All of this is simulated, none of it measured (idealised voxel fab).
Title: Process Module voxel self aligned contacts
Cross-section cut: width 290 nm, square cells of 5 nm.
Cross-section, as written here: a square-cell grid given band by band from the top down, where a band holds one or more rows of cells. What a band's entry tells you: where the top is and where the bottom is, as heights in nm, and after that what lies inside, material by material from left to right, each with its width in nm. Empty space is written as the word "blank", and a single material marked with the word "edge to edge" occupies the band from edge to edge. Height 0 is the level under which the wafer as received is all one material. The lowest band goes on downwards, as in "0 nm and below". Note: "30..40" means the width goes from the first number (top row of the band) to the second number (bottom row) in equal steps per row of cells. Reading "left unchanged" for a step: not a cell of the cross-section changed in it. Under "Sealed void list" you'll find the enclosed gaps, the ones with no way out to the top, that are 8 cells or bigger; each reads width x height at distance, with distance counted from the left edge, everything in nm. It should be noted that, on the line of a given step, the content following the step's settings is a remark produced by the simulator itself with respect to that step. overlay nm, on a step with a mask: how far to the right of its planned place the mask lay; to the left if negative.
-- Here's what the planned process steps look like
1 RECEIVE with material Si
2 OXIDIZE with depth nm 5
3 DIRECTIONAL_DEP with material polySi, thk nm 25
4 DIRECTIONAL_DEP with material SiN, thk nm 20
5 DIRECTIONAL_DEP with material aC, thk nm 15
6 PATTERN with tone cover, mask id GATE, material resist, width nm 25, pitch nm 70, thk nm 30, overlay nm 0
7 DIRECTIONAL_ETCH with etch materials aC, depth nm 15
8 STRIP with etch materials resist
9 DIRECTIONAL_ETCH with etch materials SiN, depth nm 20
10 DIRECTIONAL_ETCH with etch materials polySi, depth nm 25
11 STRIP with etch materials aC
12 CONFORMAL_DEP with material SiN, thk nm 10
13 DIRECTIONAL_ETCH with etch materials SiN, depth nm 10
14 FILL_DEP with material SiO2, thk nm 20
15 CMP with height nm 55
16 MASKED_ETCH with tone open, mask id CONTACT, width nm 45, etch materials SiO2, depth nm 60, overlay nm 0
17 CONFORMAL_DEP with material TiN, thk nm 5
18 FILL_DEP with material W, thk nm 10
19 CMP with height nm 55
20 CONFORMAL_DEP with material SiN, thk nm 5
The plan's step 16 width nm is the first wafer's value; the wafers differ in this setting and start identical.
-- As-received cross-section, first of several wafers, post step 1
  0 nm and below  Si edge to edge
  Sealed void list: none
-- Cross-section, first of several wafers, end of module, after last step 20
  60 nm to 55 nm  SiN edge to edge
  55 nm to 45 nm  SiO2 120 nm, then TiN 5..15 nm, then W 35..15 nm, then TiN 5..15 nm, then SiO2 125 nm
  45 nm to 25 nm  SiO2 85 nm, then SiN 45 nm, then TiN 5 nm, then W 15 nm, then TiN 5 nm, then SiN 45 nm, then SiO2 90 nm
  25 nm to 0 nm  SiO2 85 nm, then SiN 10 nm, then polySi 25 nm, then SiN 10 nm, then TiN 5 nm, then W 15 nm, then TiN 5 nm, then SiN 10 nm, then polySi 25 nm, then SiN 10 nm, then SiO2 90 nm
  0 nm to -5 nm  SiO2 130 nm, then TiN 25 nm, then SiO2 135 nm
  -5 nm and below  Si edge to edge
  Sealed void list: none
-- So this is the cross-section on the last wafer at the end of the module
  60 nm to 55 nm  SiN edge to edge
  55 nm to 45 nm  SiO2 110 nm, then TiN 5..25 nm, then W 60..15 nm, then TiN 5..30 nm, then SiO2 110 nm
  45 nm to 25 nm  SiO2 85 nm, then SiN 45 nm, then TiN 5 nm, then W 15 nm, then TiN 5 nm, then SiN 45 nm, then SiO2 90 nm
  25 nm to 0 nm  SiO2 85 nm, then SiN 10 nm, then polySi 25 nm, then SiN 10 nm, then TiN 5 nm, then W 15 nm, then TiN 5 nm, then SiN 10 nm, then polySi 25 nm, then SiN 10 nm, then SiO2 90 nm
  0 nm to -5 nm  SiO2 130 nm, then TiN 25 nm, then SiO2 135 nm
  -5 nm and below  Si edge to edge
  Sealed void list: none
-- Every row in this table is a wafer at the end of the module, and it gives, for each of the materials, the cells that wafer has gained (+) or lost (-) since it was received, then its closed voids
width nm 45; -58 Si; +170 SiN; +466 SiO2; +31 TiN; +37 W; +50 polySi; Sealed void list: none
width nm 50; -58 Si; +170 SiN; +464 SiO2; +32 TiN; +38 W; +50 polySi; Sealed void list: none
width nm 55; -58 Si; +170 SiN; +462 SiO2; +33 TiN; +39 W; +50 polySi; Sealed void list: none
width nm 60; -58 Si; +170 SiN; +460 SiO2; +34 TiN; +40 W; +50 polySi; Sealed void list: none
width nm 65; -58 Si; +170 SiN; +458 SiO2; +35 TiN; +41 W; +50 polySi; Sealed void list: none
width nm 70; -58 Si; +170 SiN; +456 SiO2; +36 TiN; +42 W; +50 polySi; Sealed void list: none
